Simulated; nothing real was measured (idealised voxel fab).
A process module follows: voxel plated lines.
Square cells of 5 nm make up the cross-section cut, whose width is 225 nm.
Cross-section, as written here: a square-cell grid given band by band from the top down, where a band holds one or more rows of cells.
For a band, the entry starts with two heights in nm, that of the top and then that of the bottom, and carries on with the band's materials in order from left to right, each alongside its width in nm; the word "edge to edge" beside a single material means it fills the band edge to edge, and "empty" means empty space.
Convention: height 0 is the level below which the wafer, as received, is all one material. The lowest band does not terminate at the bottom but continues downward, represented as "0 and below".
The two numbers in a width such as "30..40" mark its ends across the band: the first belongs to the top row of cells, the second to the bottom row, and from each row to the next the width moves by the same amount.
When a step is marked "nothing different", none of the cells in the cross-section changed during that step.
Basically, "Fully enclosed voids" tells you about the enclosed voids: empty spaces with no open way to the top, 8 cells or bigger, each written width x height at distance, where distance is from the left edge, all in nm.
Where a step's line continues beyond its settings, the continuation is a remark by the simulator itself on that step.
Steps that use a mask can have "overlay nm" on their line. It says how far the mask sat to the right of where it was meant to be. Negative means to the left.

Below is the list of planned process steps:
1,RECEIVE (material Si)
2,CONFORMAL_DEP (material Al2O3; thk nm 10)
3,DIRECTIONAL_DEP (material TiN; thk nm 5)
4,PATTERN (tone open; mask id LINES; material resist; width nm 15; pitch nm 35; thk nm 40; overlay nm 0)
5,EPI (material Ru; thk nm 10)
6,EPI (material Ru; thk nm 5)
7,EPI (material Ru; thk nm 10)
8,STRIP (etch materials resist)
9,DIRECTIONAL_ETCH (etch materials TiN; depth nm 5)
10,CONFORMAL_DEP (material SiN; thk nm 5)

Received-state cross-section, reflecting completion of step 1:
* 0 and below: Si edge to edge
* Fully enclosed voids: none

a wafer at the end: this start, this plan, one mistake:
* 50 down to 45: empty (80)  SiN (25)  empty (10)  SiN (25)  empty (85)
* 45 down to 20: empty (80)  SiN (5)  Ru (15)  SiN (5)  empty (10)  SiN (5)  Ru (15)  SiN (5)  empty (85)
* 20 down to 15: SiN (85)  TiN (15)  SiN (20)  TiN (15)  SiN (90)
* 15 down to 0: Al2O3 edge to edge
* 0 and below: Si edge to edge
* Fully enclosed voids: none
Nonconformance to the process plan: not per plan at step 2, really ran CONFORMAL_DEP (material Al2O3; thk nm 15)
